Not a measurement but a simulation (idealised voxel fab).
Process module heading - voxel plated lines
We display cut, a cross-section 245 nm in width whose square cells are each 5 nm.
Reading order for cross-sections: top band down to bottom band. Underlying form: a grid of square cells. Band size: one or more rows of cells. Each band's line starts with the height of the band's top and of its bottom, in nm. Then come its materials from left to right, each with its width in nm. One material with "throughout" fills the band from edge to edge. "air" is empty space. All heights in this document are referenced to 0, defined as the level beneath which the wafer, as received, consists entirely of one material. The lowest band is not bounded below; it extends indefinitely downward and is written in the form "0 -> down". A width given as "30->40" starts at the first number in the band's top row and ends at the second number in its bottom row, shifting by an equal amount at every step from row to row. Reading "stayed the same" for a step: not a cell of the cross-section changed in it. The label "Unvented cavities" introduces a list of the empty spaces, 8 cells or larger, that have no open way up to the top; each entry in it reads width x height at distance, where the distance is taken from the left edge and all three are stated in nm. Text after the settings on a step's line: the simulator's own remark on that step. overlay nm: mask right of planned place by this much (step with mask). Neg. = left.
So here's the lineup of process steps we planned:
1: RECEIVE with material Si
2: CONFORMAL_DEP with material SiN, thk nm 15
3: DIRECTIONAL_DEP with material TiN, thk nm 5
4: PATTERN with tone open, mask id LINES, material resist, width nm 20, pitch nm 45, thk nm 15, overlay nm -15
5: EPI with material Ru, thk nm 10
6: STRIP with etch materials resist
7: DIRECTIONAL_ETCH with etch materials TiN, depth nm 5
8: CONFORMAL_DEP with material SiO2, thk nm 5
For this document, wafers share an identical start and vary in the step 4 overlay nm; the plan quotes the first wafer's value.
The first of several wafers as received, shown in cross-section; this is its state after step 1:
* 0 -> down | Si throughout
* Unvented cavities: none
Basically each wafer gets a line in the table, showing it at the end of the module: material by material, the cells it gained (+) or lost (-) since we got it, then its closed voids:
overlay nm -15 | +32 Ru | +147 SiN | +73 SiO2 | +16 TiN | Unvented cavities: none
overlay nm -10 | +32 Ru | +147 SiN | +73 SiO2 | +16 TiN | Unvented cavities: none
overlay nm -5 | +32 Ru | +147 SiN | +73 SiO2 | +16 TiN | Unvented cavities: none
overlay nm 0 | +32 Ru | +147 SiN | +73 SiO2 | +16 TiN | Unvented cavities: none
overlay nm 5 | +32 Ru | +147 SiN | +73 SiO2 | +16 TiN | Unvented cavities: none
overlay nm 10 | +32 Ru | +147 SiN | +73 SiO2 | +16 TiN | Unvented cavities: none
overlay nm 15 | +32 Ru | +147 SiN | +73 SiO2 | +16 TiN | Unvented cavities: none
